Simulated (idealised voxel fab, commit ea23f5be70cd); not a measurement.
Process module in this document: voxel transistor to metal
The cross-section shown here is cut; it is 185 nm wide and divided into square cells measuring 5 nm on a side.
Each cross-section below is a grid of square cells, stated as bands in top-down order, with one or more rows of cells making up each band.
Look at the band entry: it leads with the top's height and the bottom's height in nm. Then it lists the materials left to right, with a width in nm for each. The word "full width" on a single material says that material fills the band edge to edge. The word "blank" is empty space.
Where do heights start? At 0: under that level the wafer as delivered is made of one material only. And the lowest band has no floor; it just carries on downward, as in "0 -> down".
Width spec "30..40" -> top row of cells at first value, bottom row at second value, equal per-row change in between.
The cross-section has no changed cell in any step marked "no modifications".
So "Fully sealed voids" is basically the list of trapped voids: any empty space of 8 cells or more that can't reach the top through an opening. They're written width x height at distance, the distance being from the left edge, and it's all nm.
It should be noted that, on the line of a given step, the content following the step's settings is a remark produced by the simulator itself with respect to that step.
overlay nm, on a step with a mask: how far to the right of its planned place the mask lay; to the left if negative
### Process steps (planned)
1) RECEIVE [material Si]
2) CONFORMAL_DEP [material SiO2] [thk nm 5]
3) CONFORMAL_DEP [material SiN] [thk nm 10]
4) MASKED_ETCH [tone cover] [mask id ACTIVE] [width nm 100] [etch materials SiN] [depth nm 10] [overlay nm 0]
5) MASKED_ETCH [tone cover] [mask id ACTIVE] [width nm 100] [etch materials SiO2] [depth nm 5] [overlay nm 0]
6) MASKED_ETCH [tone cover] [mask id ACTIVE] [width nm 100] [etch materials Si] [depth nm 30] [overlay nm 0]
7) FILL_DEP [material SiO2] [thk nm 15]
8) CMP [height nm 15]
9) SELECTIVE_ETCH [etch materials SiO2] [depth nm 5]
10) STRIP [etch materials SiN]
11) SELECTIVE_ETCH [etch materials SiO2] [depth nm 5]
12) OXIDIZE [depth nm 5]
13) DIRECTIONAL_DEP [material polySi] [thk nm 30]
14) DIRECTIONAL_DEP [material SiCN] [thk nm 15]
15) MASKED_ETCH [tone cover] [mask id GATE] [width nm 20] [etch materials SiCN] [depth nm 25] [overlay nm 0]
16) MASKED_ETCH [tone cover] [mask id GATE] [width nm 20] [etch materials polySi] [depth nm 40] [overlay nm 0]
17) CONFORMAL_DEP [material SiN] [thk nm 10]
18) DIRECTIONAL_ETCH [etch materials SiN] [depth nm 10]
19) DIRECTIONAL_ETCH [etch materials SiO2] [depth nm 5]
20) DIRECTIONAL_ETCH [etch materials Si] [depth nm 5]
21) EPI [material SiGe] [thk nm 5]
22) FILL_DEP [material SiO2] [thk nm 10]
23) CMP [height nm 45]
24) DIRECTIONAL_DEP [material SiO2] [thk nm 10]
25) MASKED_ETCH [tone open] [mask id CONTACT] [width nm 20] [pitch nm 70] [etch materials SiO2] [depth nm 60] [overlay nm 0]
26) CONFORMAL_DEP [material TiN] [thk nm 5]
27) FILL_DEP [material Ru] [thk nm 10]
28) CMP [height nm 55]
29) CONFORMAL_DEP [material SiN] [thk nm 5]
30) DIRECTIONAL_DEP [material SiO2] [thk nm 15]
31) PATTERN [tone open] [mask id METAL_1] [material resist] [width nm 20] [pitch nm 70] [thk nm 15] [overlay nm 0]
32) DIRECTIONAL_ETCH [etch materials SiO2] [depth nm 15]
33) DIRECTIONAL_ETCH [etch materials SiN] [depth nm 5]
34) STRIP [etch materials resist]
35) CONFORMAL_DEP [material TiN] [thk nm 5]
36) FILL_DEP [material Cu] [thk nm 10]
37) CMP [height nm 75]
38) CONFORMAL_DEP [material SiCN] [thk nm 5]
39) DIRECTIONAL_DEP [material lowk] [thk nm 30]
40) MASKED_ETCH [tone open] [mask id METAL_2_HOLES] [width nm 15] [pitch nm 70] [etch materials lowk] [depth nm 30] [overlay nm 0]
41) MASKED_ETCH [tone open] [mask id METAL_2] [width nm 20] [pitch nm 70] [etch materials lowk] [depth nm 15] [overlay nm 0]
42) MASKED_ETCH [tone open] [mask id METAL_2] [width nm 20] [pitch nm 70] [etch materials SiCN] [depth nm 5] [overlay nm 0]
43) CONFORMAL_DEP [material TiN] [thk nm 5]
44) FILL_DEP [material Cu] [thk nm 5]
45) CMP [height nm 110]
46) CONFORMAL_DEP [material SiN] [thk nm 5]
### Wafer, first of two, run as planned
### Cross-section of the incoming wafer, state after step 1
	0 -> down  Si full width
	Fully sealed voids: none
### Take a look at the wafer's cross-section after step 2
	5 -> 0  SiO2 full width
	Unchanged below 0.
### Take a look at the wafer's cross-section after step 3
	15 -> 5  SiN full width
	Unchanged below 5.
### Take a look at the wafer's cross-section after step 4
	15 -> 5  40 blank, then 100 SiN, then 45 blank
	Unchanged below 5.
### Take a look at the wafer's cross-section after step 5
	15 -> 5  40 blank, then 100 SiN, then 45 blank
	5 -> 0  40 blank, then 100 SiO2, then 45 blank
	Unchanged below 0.
### Take a look at the wafer's cross-section after step 6
	15 -> 5  40 blank, then 100 SiN, then 45 blank
	5 -> 0  40 blank, then 100 SiO2, then 45 blank
	0 -> -30  40 blank, then 100 Si, then 45 blank
	Unchanged below -30.
### Take a look at the wafer's cross-section after step 7
	30 -> 15  SiO2 full width
	15 -> 5  40 SiO2, then 100 SiN, then 45 SiO2
	5 -> 0  SiO2 full width
	0 -> -30  40 SiO2, then 100 Si, then 45 SiO2
	Unchanged below -30.
### Take a look at the wafer's cross-section after step 8
	15 -> 5  40 SiO2, then 100 SiN, then 45 SiO2
	Unchanged below 5.
### Take a look at the wafer's cross-section after step 9
	15 -> 10  40 blank, then 100 SiN, then 45 blank
	Unchanged below 10.
### Take a look at the wafer's cross-section after step 10
	10 -> 5  40 SiO2, then 100 blank, then 45 SiO2
	Unchanged below 5.
### Take a look at the wafer's cross-section after step 11
	5 -> 0  35 SiO2, then 110 blank, then 40 SiO2
	Unchanged below 0.
### Take a look at the wafer's cross-section after step 12
	5 -> 0  35 SiO2, then 110 blank, then 40 SiO2
	0 -> -5  SiO2 full width
	Unchanged below -5.
### Take a look at the wafer's cross-section after step 13
	35 -> 30  35 polySi, then 110 blank, then 40 polySi
	30 -> 5  polySi full width
	5 -> 0  35 SiO2, then 110 polySi, then 40 SiO2
	Unchanged below 0.
### Take a look at the wafer's cross-section after step 14
	50 -> 45  35 SiCN, then 110 blank, then 40 SiCN
	45 -> 35  SiCN full width
	35 -> 30  35 polySi, then 110 SiCN, then 40 polySi
	Unchanged below 30.
### Take a look at the wafer's cross-section after step 15
	45 -> 35  80 blank, then 20 SiCN, then 85 blank
	35 -> 30  35 polySi, then 45 blank, then 20 SiCN, then 45 blank, then 40 polySi
	Unchanged below 30.
### Take a look at the wafer's cross-section after step 16
	45 -> 30  80 blank, then 20 SiCN, then 85 blank
	30 -> 5  80 blank, then 20 polySi, then 85 blank
	5 -> 0  35 SiO2, then 45 blank, then 20 polySi, then 45 blank, then 40 SiO2
	Unchanged below 0.
### Take a look at the wafer's cross-section after step 17
	55 -> 45  70 blank, then 40 SiN, then 75 blank
	45 -> 30  70 blank, then 10 SiN, then 20 SiCN, then 10 SiN, then 75 blank
	30 -> 15  70 blank, then 10 SiN, then 20 polySi, then 10 SiN, then 75 blank
	15 -> 10  45 SiN, then 25 blank, then 10 SiN, then 20 polySi, then 10 SiN, then 25 blank, then 50 SiN
	10 -> 5  80 SiN, then 20 polySi, then 85 SiN
	5 -> 0  35 SiO2, then 45 SiN, then 20 polySi, then 45 SiN, then 40 SiO2
	Unchanged below 0.
### Take a look at the wafer's cross-section after step 18
	45 -> 30  70 blank, then 10 SiN, then 20 SiCN, then 10 SiN, then 75 blank
	30 -> 5  70 blank, then 10 SiN, then 20 polySi, then 10 SiN, then 75 blank
	5 -> 0  35 SiO2, then 10 SiN, then 25 blank, then 10 SiN, then 20 polySi, then 10 SiN, then 25 blank, then 10 SiN, then 40 SiO2
	Unchanged below 0.
### Take a look at the wafer's cross-section after step 19
	45 -> 30  70 blank, then 10 SiN, then 20 SiCN, then 10 SiN, then 75 blank
	30 -> 5  70 blank, then 10 SiN, then 20 polySi, then 10 SiN, then 75 blank
	5 -> 0  35 blank, then 10 SiN, then 25 blank, then 10 SiN, then 20 polySi, then 10 SiN, then 25 blank, then 10 SiN, then 40 blank
	0 -> -5  45 SiO2, then 25 blank, then 40 SiO2, then 25 blank, then 50 SiO2
	Unchanged below -5.
### Take a look at the wafer's cross-section after step 20
	45 -> 30  70 blank, then 10 SiN, then 20 SiCN, then 10 SiN, then 75 blank
	30 -> 5  70 blank, then 10 SiN, then 20 polySi, then 10 SiN, then 75 blank
	5 -> 0  35 blank, then 10 SiN, then 25 blank, then 10 SiN, then 20 polySi, then 10 SiN, then 25 blank, then 10 SiN, then 40 blank
	0 -> -5  45 SiO2, then 25 blank, then 40 SiO2, then 25 blank, then 50 SiO2
	-5 -> -10  40 SiO2, then 5 Si, then 25 blank, then 40 Si, then 25 blank, then 5 Si, then 45 SiO2
	Unchanged below -10.
### Take a look at the wafer's cross-section after step 21
	45 -> 30  70 blank, then 10 SiN, then 20 SiCN, then 10 SiN, then 75 blank
	30 -> 5  70 blank, then 10 SiN, then 20 polySi, then 10 SiN, then 75 blank
	5 -> 0  35 blank, then 10 SiN, then 25 blank, then 10 SiN, then 20 polySi, then 10 SiN, then 25 blank, then 10 SiN, then 40 blank
	0 -> -5  45 SiO2, then 5 SiGe, then 15 blank, then 5 SiGe, then 40 SiO2, then 5 SiGe, then 15 blank, then 5 SiGe, then 50 SiO2
	-5 -> -10  40 SiO2, then 5 Si, then 25 SiGe, then 40 Si, then 25 SiGe, then 5 Si, then 45 SiO2
	Unchanged below -10.
### Take a look at the wafer's cross-section after step 22
	55 -> 45  SiO2 full width
	45 -> 30  70 SiO2, then 10 SiN, then 20 SiCN, then 10 SiN, then 75 SiO2
	30 -> 5  70 SiO2, then 10 SiN, then 20 polySi, then 10 SiN, then 75 SiO2
	5 -> 0  35 SiO2, then 10 SiN, then 25 SiO2, then 10 SiN, then 20 polySi, then 10 SiN, then 25 SiO2, then 10 SiN, then 40 SiO2
	0 -> -5  45 SiO2, then 5 SiGe, then 15 SiO2, then 5 SiGe, then 40 SiO2, then 5 SiGe, then 15 SiO2, then 5 SiGe, then 50 SiO2
	Unchanged below -5.
### Take a look at the wafer's cross-section after step 23
	45 -> 30  70 SiO2, then 10 SiN, then 20 SiCN, then 10 SiN, then 75 SiO2
	Unchanged below 30.
### Take a look at the wafer's cross-section after step 24
	55 -> 45  SiO2 full width
	Unchanged below 45.
### Take a look at the wafer's cross-section after step 25
	55 -> 45  45 SiO2, then 20 blank, then 50 SiO2, then 20 blank, then 50 SiO2
	45 -> 30  45 SiO2, then 20 blank, then 5 SiO2, then 10 SiN, then 20 SiCN, then 10 SiN, then 5 SiO2, then 20 blank, then 50 SiO2
	30 -> 5  45 SiO2, then 20 blank, then 5 SiO2, then 10 SiN, then 20 polySi, then 10 SiN, then 5 SiO2, then 20 blank, then 50 SiO2
	5 -> 0  35 SiO2, then 10 SiN, then 20 blank, then 5 SiO2, then 10 SiN, then 20 polySi, then 10 SiN, then 5 SiO2, then 20 blank, then 10 SiN, then 40 SiO2
	0 -> -5  45 SiO2, then 5 SiGe, then 15 blank, then 5 SiGe, then 40 SiO2, then 5 SiGe, then 15 blank, then 5 SiGe, then 50 SiO2
	Unchanged below -5.
### Take a look at the wafer's cross-section after step 26
	60 -> 55  50 TiN, then 10 blank, then 60 TiN, then 10 blank, then 55 TiN
	55 -> 45  45 SiO2, then 5 TiN, then 10 blank, then 5 TiN, then 50 SiO2, then 5 TiN, then 10 blank, then 5 TiN, then 50 SiO2
	45 -> 30  45 SiO2, then 5 TiN, then 10 blank, then 5 TiN, then 5 SiO2, then 10 SiN, then 20 SiCN, then 10 SiN, then 5 SiO2, then 5 TiN, then 10 blank, then 5 TiN, then 50 SiO2
	30 -> 5  45 SiO2, then 5 TiN, then 10 blank, then 5 TiN, then 5 SiO2, then 10 SiN, then 20 polySi, then 10 SiN, then 5 SiO2, then 5 TiN, then 10 blank, then 5 TiN, then 50 SiO2
	5 -> 0  35 SiO2, then 10 SiN, then 10 TiN, then 5 blank, then 5 TiN, then 5 SiO2, then 10 SiN, then 20 polySi, then 10 SiN, then 5 SiO2, then 5 TiN, then 5 blank, then 10 TiN, then 10 SiN, then 40 SiO2
	0 -> -5  45 SiO2, then 5 SiGe, then 15 TiN, then 5 SiGe, then 40 SiO2, then 5 SiGe, then 15 TiN, then 5 SiGe, then 50 SiO2
	Unchanged below -5.
### Take a look at the wafer's cross-section after step 27
	70 -> 60  Ru full width
	60 -> 55  50 TiN, then 10 Ru, then 60 TiN, then 10 Ru, then 55 TiN
	55 -> 45  45 SiO2, then 5 TiN, then 10 Ru, then 5 TiN, then 50 SiO2, then 5 TiN, then 10 Ru, then 5 TiN, then 50 SiO2
	45 -> 30  45 SiO2, then 5 TiN, then 10 Ru, then 5 TiN, then 5 SiO2, then 10 SiN, then 20 SiCN, then 10 SiN, then 5 SiO2, then 5 TiN, then 10 Ru, then 5 TiN, then 50 SiO2
	30 -> 5  45 SiO2, then 5 TiN, then 10 Ru, then 5 TiN, then 5 SiO2, then 10 SiN, then 20 polySi, then 10 SiN, then 5 SiO2, then 5 TiN, then 10 Ru, then 5 TiN, then 50 SiO2
	5 -> 0  35 SiO2, then 10 SiN, then 10 TiN, then 5 Ru, then 5 TiN, then 5 SiO2, then 10 SiN, then 20 polySi, then 10 SiN, then 5 SiO2, then 5 TiN, then 5 Ru, then 10 TiN, then 10 SiN, then 40 SiO2
	Unchanged below 0.
### Take a look at the wafer's cross-section after step 28
	55 -> 45  45 SiO2, then 5 TiN, then 10 Ru, then 5 TiN, then 50 SiO2, then 5 TiN, then 10 Ru, then 5 TiN, then 50 SiO2
	Unchanged below 45.
### Take a look at the wafer's cross-section after step 29
	60 -> 55  SiN full width
	Unchanged below 55.
### Take a look at the wafer's cross-section after step 30
	75 -> 60  SiO2 full width
	Unchanged below 60.
### Take a look at the wafer's cross-section after step 31
	90 -> 75  45 resist, then 20 blank, then 50 resist, then 20 blank, then 50 resist
	Unchanged below 75.
### Take a look at the wafer's cross-section after step 32
	90 -> 75  45 resist, then 20 blank, then 50 resist, then 20 blank, then 50 resist
	75 -> 60  45 SiO2, then 20 blank, then 50 SiO2, then 20 blank, then 50 SiO2
	Unchanged below 60.
### Take a look at the wafer's cross-section after step 33
	90 -> 75  45 resist, then 20 blank, then 50 resist, then 20 blank, then 50 resist
	75 -> 60  45 SiO2, then 20 blank, then 50 SiO2, then 20 blank, then 50 SiO2
	60 -> 55  45 SiN, then 20 blank, then 50 SiN, then 20 blank, then 50 SiN
	Unchanged below 55.
### Take a look at the wafer's cross-section after step 34
	75 -> 60  45 SiO2, then 20 blank, then 50 SiO2, then 20 blank, then 50 SiO2
	Unchanged below 60.
### Take a look at the wafer's cross-section after step 35
	80 -> 75  50 TiN, then 10 blank, then 60 TiN, then 10 blank, then 55 TiN
	75 -> 60  45 SiO2, then 5 TiN, then 10 blank, then 5 TiN, then 50 SiO2, then 5 TiN, then 10 blank, then 5 TiN, then 50 SiO2
	60 -> 55  45 SiN, then 20 TiN, then 50 SiN, then 20 TiN, then 50 SiN
	Unchanged below 55.
### Take a look at the wafer's cross-section after step 36
	90 -> 80  Cu full width
	80 -> 75  50 TiN, then 10 Cu, then 60 TiN, then 10 Cu, then 55 TiN
	75 -> 60  45 SiO2, then 5 TiN, then 10 Cu, then 5 TiN, then 50 SiO2, then 5 TiN, then 10 Cu, then 5 TiN, then 50 SiO2
	Unchanged below 60.
### Take a look at the wafer's cross-section after step 37
	75 -> 60  45 SiO2, then 5 TiN, then 10 Cu, then 5 TiN, then 50 SiO2, then 5 TiN, then 10 Cu, then 5 TiN, then 50 SiO2
	Unchanged below 60.
### Take a look at the wafer's cross-section after step 38
	80 -> 75  SiCN full width
	Unchanged below 75.
### Take a look at the wafer's cross-section after step 39
	110 -> 80  lowk full width
	Unchanged below 80.
### Take a look at the wafer's cross-section after step 40
	110 -> 80  45 lowk, then 15 blank, then 55 lowk, then 15 blank, then 55 lowk
	Unchanged below 80.
### Take a look at the wafer's cross-section after step 41
	110 -> 95  45 lowk, then 20 blank, then 50 lowk, then 20 blank, then 50 lowk
	Unchanged below 95.
### Take a look at the wafer's cross-section after step 42
	110 -> 95  45 lowk, then 20 blank, then 50 lowk, then 20 blank, then 50 lowk
	95 -> 80  45 lowk, then 15 blank, then 55 lowk, then 15 blank, then 55 lowk
	80 -> 75  45 SiCN, then 15 blank, then 55 SiCN, then 15 blank, then 55 SiCN
	Unchanged below 75.
### Take a look at the wafer's cross-section after step 43
	115 -> 110  50 TiN, then 10 blank, then 60 TiN, then 10 blank, then 55 TiN
	110 -> 100  45 lowk, then 5 TiN, then 10 blank, then 5 TiN, then 50 lowk, then 5 TiN, then 10 blank, then 5 TiN, then 50 lowk
	100 -> 95  45 lowk, then 5 TiN, then 5 blank, then 10 TiN, then 50 lowk, then 5 TiN, then 5 blank, then 10 TiN, then 50 lowk
	95 -> 80  45 lowk, then 5 TiN, then 5 blank, then 5 TiN, then 55 lowk, then 5 TiN, then 5 blank, then 5 TiN, then 55 lowk
	80 -> 75  45 SiCN, then 15 TiN, then 55 SiCN, then 15 TiN, then 55 SiCN
	Unchanged below 75.
### Take a look at the wafer's cross-section after step 44
	120 -> 115  Cu full width
	115 -> 110  50 TiN, then 10 Cu, then 60 TiN, then 10 Cu, then 55 TiN
	110 -> 100  45 lowk, then 5 TiN, then 10 Cu, then 5 TiN, then 50 lowk, then 5 TiN, then 10 Cu, then 5 TiN, then 50 lowk
	100 -> 95  45 lowk, then 5 TiN, then 5 Cu, then 10 TiN, then 50 lowk, then 5 TiN, then 5 Cu, then 10 TiN, then 50 lowk
	95 -> 80  45 lowk, then 5 TiN, then 5 Cu, then 5 TiN, then 55 lowk, then 5 TiN, then 5 Cu, then 5 TiN, then 55 lowk
	Unchanged below 80.
### Take a look at the wafer's cross-section after step 45
	110 -> 100  45 lowk, then 5 TiN, then 10 Cu, then 5 TiN, then 50 lowk, then 5 TiN, then 10 Cu, then 5 TiN, then 50 lowk
	Unchanged below 100.
### Take a look at the wafer's cross-section after step 46
	115 -> 110  SiN full width
	Unchanged below 110.
### Wafer two. Same start, same plan, one slip in execution. Same as wafer one through step 7, inclusive
The second wafer in cross-section, at the planned close of step 8: no modifications
### The second wafer in cross-section, at the planned close of step 9
	25 -> 15  SiO2 full width
	Unchanged below 15.
The second wafer in cross-section, at the planned close of step 10: no modifications
### The second wafer in cross-section, at the planned close of step 11
	20 -> 15  SiO2 full width
	Unchanged below 15.
The second wafer in cross-section, at the planned close of step 12: no modifications
### The second wafer in cross-section, at the planned close of step 13
	50 -> 20  polySi full width
	Unchanged below 20.
### The second wafer in cross-section, at the planned close of step 14
	65 -> 50  SiCN full width
	Unchanged below 50.
### The second wafer in cross-section, at the planned close of step 15
	65 -> 50  80 blank, then 20 SiCN, then 85 blank
	Unchanged below 50.
### The second wafer in cross-section, at the planned close of step 16
	65 -> 50  80 blank, then 20 SiCN, then 85 blank
	50 -> 20  80 blank, then 20 polySi, then 85 blank
	Unchanged below 20.
### The second wafer in cross-section, at the planned close of step 17
	75 -> 65  70 blank, then 40 SiN, then 75 blank
	65 -> 50  70 blank, then 10 SiN, then 20 SiCN, then 10 SiN, then 75 blank
	50 -> 30  70 blank, then 10 SiN, then 20 polySi, then 10 SiN, then 75 blank
	30 -> 20  80 SiN, then 20 polySi, then 85 SiN
	Unchanged below 20.
### The second wafer in cross-section, at the planned close of step 18
	65 -> 50  70 blank, then 10 SiN, then 20 SiCN, then 10 SiN, then 75 blank
	50 -> 20  70 blank, then 10 SiN, then 20 polySi, then 10 SiN, then 75 blank
	Unchanged below 20.
### The second wafer in cross-section, at the planned close of step 19
	65 -> 50  70 blank, then 10 SiN, then 20 SiCN, then 10 SiN, then 75 blank
	50 -> 20  70 blank, then 10 SiN, then 20 polySi, then 10 SiN, then 75 blank
	20 -> 15  70 blank, then 40 SiO2, then 75 blank
	Unchanged below 15.
The second wafer in cross-section, at the planned close of step 20: no modifications
The second wafer in cross-section, at the planned close of step 21: no modifications
### The second wafer in cross-section, at the planned close of step 22
	75 -> 65  SiO2 full width
	65 -> 50  70 SiO2, then 10 SiN, then 20 SiCN, then 10 SiN, then 75 SiO2
	50 -> 20  70 SiO2, then 10 SiN, then 20 polySi, then 10 SiN, then 75 SiO2
	20 -> 15  SiO2 full width
	Unchanged below 15.
### The second wafer in cross-section, at the planned close of step 23
	45 -> 20  70 SiO2, then 10 SiN, then 20 polySi, then 10 SiN, then 75 SiO2
	Unchanged below 20.
### The second wafer in cross-section, at the planned close of step 24
	55 -> 45  SiO2 full width
	Unchanged below 45.
### The second wafer in cross-section, at the planned close of step 25
	55 -> 45  45 SiO2, then 20 blank, then 50 SiO2, then 20 blank, then 50 SiO2
	45 -> 20  45 SiO2, then 20 blank, then 5 SiO2, then 10 SiN, then 20 polySi, then 10 SiN, then 5 SiO2, then 20 blank, then 50 SiO2
	20 -> 15  45 SiO2, then 20 blank, then 50 SiO2, then 20 blank, then 50 SiO2
	Unchanged below 15.
### The second wafer in cross-section, at the planned close of step 26
	60 -> 55  50 TiN, then 10 blank, then 60 TiN, then 10 blank, then 55 TiN
	55 -> 45  45 SiO2, then 5 TiN, then 10 blank, then 5 TiN, then 50 SiO2, then 5 TiN, then 10 blank, then 5 TiN, then 50 SiO2
	45 -> 20  45 SiO2, then 5 TiN, then 10 blank, then 5 TiN, then 5 SiO2, then 10 SiN, then 20 polySi, then 10 SiN, then 5 SiO2, then 5 TiN, then 10 blank, then 5 TiN, then 50 SiO2
	20 -> 15  45 SiO2, then 20 TiN, then 50 SiO2, then 20 TiN, then 50 SiO2
	Unchanged below 15.
### The second wafer in cross-section, at the planned close of step 27
	70 -> 60  Ru full width
	60 -> 55  50 TiN, then 10 Ru, then 60 TiN, then 10 Ru, then 55 TiN
	55 -> 45  45 SiO2, then 5 TiN, then 10 Ru, then 5 TiN, then 50 SiO2, then 5 TiN, then 10 Ru, then 5 TiN, then 50 SiO2
	45 -> 20  45 SiO2, then 5 TiN, then 10 Ru, then 5 TiN, then 5 SiO2, then 10 SiN, then 20 polySi, then 10 SiN, then 5 SiO2, then 5 TiN, then 10 Ru, then 5 TiN, then 50 SiO2
	Unchanged below 20.
### The second wafer in cross-section, at the planned close of step 28
	55 -> 45  45 SiO2, then 5 TiN, then 10 Ru, then 5 TiN, then 50 SiO2, then 5 TiN, then 10 Ru, then 5 TiN, then 50 SiO2
	Unchanged below 45.
### The second wafer in cross-section, at the planned close of step 29
	60 -> 55  SiN full width
	Unchanged below 55.
### The second wafer in cross-section, at the planned close of step 30
	75 -> 60  SiO2 full width
	Unchanged below 60.
### The second wafer in cross-section, at the planned close of step 31
	90 -> 75  45 resist, then 20 blank, then 50 resist, then 20 blank, then 50 resist
	Unchanged below 75.
### The second wafer in cross-section, at the planned close of step 32
	90 -> 75  45 resist, then 20 blank, then 50 resist, then 20 blank, then 50 resist
	75 -> 60  45 SiO2, then 20 blank, then 50 SiO2, then 20 blank, then 50 SiO2
	Unchanged below 60.
### The second wafer in cross-section, at the planned close of step 33
	90 -> 75  45 resist, then 20 blank, then 50 resist, then 20 blank, then 50 resist
	75 -> 60  45 SiO2, then 20 blank, then 50 SiO2, then 20 blank, then 50 SiO2
	60 -> 55  45 SiN, then 20 blank, then 50 SiN, then 20 blank, then 50 SiN
	Unchanged below 55.
### The second wafer in cross-section, at the planned close of step 34
	75 -> 60  45 SiO2, then 20 blank, then 50 SiO2, then 20 blank, then 50 SiO2
	Unchanged below 60.
### The second wafer in cross-section, at the planned close of step 35
	80 -> 75  50 TiN, then 10 blank, then 60 TiN, then 10 blank, then 55 TiN
	75 -> 60  45 SiO2, then 5 TiN, then 10 blank, then 5 TiN, then 50 SiO2, then 5 TiN, then 10 blank, then 5 TiN, then 50 SiO2
	60 -> 55  45 SiN, then 20 TiN, then 50 SiN, then 20 TiN, then 50 SiN
	Unchanged below 55.
### The second wafer in cross-section, at the planned close of step 36
	90 -> 80  Cu full width
	80 -> 75  50 TiN, then 10 Cu, then 60 TiN, then 10 Cu, then 55 TiN
	75 -> 60  45 SiO2, then 5 TiN, then 10 Cu, then 5 TiN, then 50 SiO2, then 5 TiN, then 10 Cu, then 5 TiN, then 50 SiO2
	Unchanged below 60.
### The second wafer in cross-section, at the planned close of step 37
	75 -> 60  45 SiO2, then 5 TiN, then 10 Cu, then 5 TiN, then 50 SiO2, then 5 TiN, then 10 Cu, then 5 TiN, then 50 SiO2
	Unchanged below 60.
### The second wafer in cross-section, at the planned close of step 38
	80 -> 75  SiCN full width
	Unchanged below 75.
### The second wafer in cross-section, at the planned close of step 39
	110 -> 80  lowk full width
	Unchanged below 80.
### The second wafer in cross-section, at the planned close of step 40
	110 -> 80  45 lowk, then 15 blank, then 55 lowk, then 15 blank, then 55 lowk
	Unchanged below 80.
### The second wafer in cross-section, at the planned close of step 41
	110 -> 95  45 lowk, then 20 blank, then 50 lowk, then 20 blank, then 50 lowk
	Unchanged below 95.
### The second wafer in cross-section, at the planned close of step 42
	110 -> 95  45 lowk, then 20 blank, then 50 lowk, then 20 blank, then 50 lowk
	95 -> 80  45 lowk, then 15 blank, then 55 lowk, then 15 blank, then 55 lowk
	80 -> 75  45 SiCN, then 15 blank, then 55 SiCN, then 15 blank, then 55 SiCN
	Unchanged below 75.
### The second wafer in cross-section, at the planned close of step 43
	115 -> 110  50 TiN, then 10 blank, then 60 TiN, then 10 blank, then 55 TiN
	110 -> 100  45 lowk, then 5 TiN, then 10 blank, then 5 TiN, then 50 lowk, then 5 TiN, then 10 blank, then 5 TiN, then 50 lowk
	100 -> 95  45 lowk, then 5 TiN, then 5 blank, then 10 TiN, then 50 lowk, then 5 TiN, then 5 blank, then 10 TiN, then 50 lowk
	95 -> 80  45 lowk, then 5 TiN, then 5 blank, then 5 TiN, then 55 lowk, then 5 TiN, then 5 blank, then 5 TiN, then 55 lowk
	80 -> 75  45 SiCN, then 15 TiN, then 55 SiCN, then 15 TiN, then 55 SiCN
	Unchanged below 75.
### The second wafer in cross-section, at the planned close of step 44
	120 -> 115  Cu full width
	115 -> 110  50 TiN, then 10 Cu, then 60 TiN, then 10 Cu, then 55 TiN
	110 -> 100  45 lowk, then 5 TiN, then 10 Cu, then 5 TiN, then 50 lowk, then 5 TiN, then 10 Cu, then 5 TiN, then 50 lowk
	100 -> 95  45 lowk, then 5 TiN, then 5 Cu, then 10 TiN, then 50 lowk, then 5 TiN, then 5 Cu, then 10 TiN, then 50 lowk
	95 -> 80  45 lowk, then 5 TiN, then 5 Cu, then 5 TiN, then 55 lowk, then 5 TiN, then 5 Cu, then 5 TiN, then 55 lowk
	Unchanged below 80.
### The second wafer in cross-section, at the planned close of step 45
	110 -> 100  45 lowk, then 5 TiN, then 10 Cu, then 5 TiN, then 50 lowk, then 5 TiN, then 10 Cu, then 5 TiN, then 50 lowk
	Unchanged below 100.
### The second wafer in cross-section, at the planned close of step 46
	115 -> 110  SiN full width
	Unchanged below 110.
The mistake made against the process plan was this: step 8 of the plan was excluded from execution and never run
Count the cells at the end and the second wafer has more or fewer of some materials than the first: 14 fewer of Ru | 30 more of Si | 12 fewer of SiCN | 14 fewer of SiGe | 20 more of SiN | 10 more of SiO2 | 16 fewer of TiN | 4 fewer of polySi
